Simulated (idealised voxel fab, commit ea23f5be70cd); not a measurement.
process module | voxel tone inversion
cross-section cut | 230 nm wide | cells 5 nm
A cross-section is a grid of square cells, given in bands from the top down. A band is one or more rows of cells.
Each band's line starts with the height of the band's top and of its bottom, in nm. Then come its materials from left to right, each with its width in nm. One material with "throughout" fills the band from edge to edge. "air" is empty space.
Height 0 is the level under which the wafer as received is all one material. The lowest band goes on downwards, as in "0 down".
A width such as "30 to 40" changes by the same amount from each row of cells to the next, from the band's top row to its bottom row.
"no change" after a step means that no cell of the cross-section changed.
closed voids: empty space of 8 cells or more with no open way to the top, each as width x height at its distance from the left edge, in nm
after a step's settings: what the simulator itself notes on the step
overlay nm, on a step with a mask: how far to the right of its planned place the mask lay; to the left if negative
plan
1 op RECEIVE | material Si
2 op CONFORMAL_DEP | material SiCN | thk nm 10
3 op DIRECTIONAL_DEP | material polySi | thk nm 20
4 op PATTERN | tone cover | mask id POSTS | material resist | width nm 15 | pitch nm 40 | thk nm 30 | overlay nm 0
5 op DIRECTIONAL_ETCH | etch materials polySi | depth nm 20
6 op STRIP | etch materials resist
7 op FILL_DEP | material lowk | thk nm 10
8 op CMP | height nm 30
9 op STRIP | etch materials polySi
10 op CONFORMAL_DEP | material TiN | thk nm 5
11 op FILL_DEP | material Ru | thk nm 10
12 op CMP | height nm 30
13 op CONFORMAL_DEP | material SiN | thk nm 5
as received, after step 1
  0 down: Si throughout
  closed voids: none
a wafer at the end: this start, this plan, one mistake
  35 to 30: SiN throughout
  30 to 15: lowk 55 | TiN 5 | Ru 5 | TiN 5 | lowk 25 | TiN 5 | Ru 5 | TiN 5 | lowk 25 | TiN 5 | Ru 5 | TiN 5 | lowk 80
  15 to 10: lowk 55 | TiN 15 | lowk 25 | TiN 15 | lowk 25 | TiN 15 | lowk 80
  10 to 0: SiCN throughout
  0 down: Si throughout
  closed voids: none
what went wrong: step 4 ran as: op PATTERN | tone cover | mask id POSTS | material resist | width nm 15 | pitch nm 40 | thk nm 30 | overlay nm -10
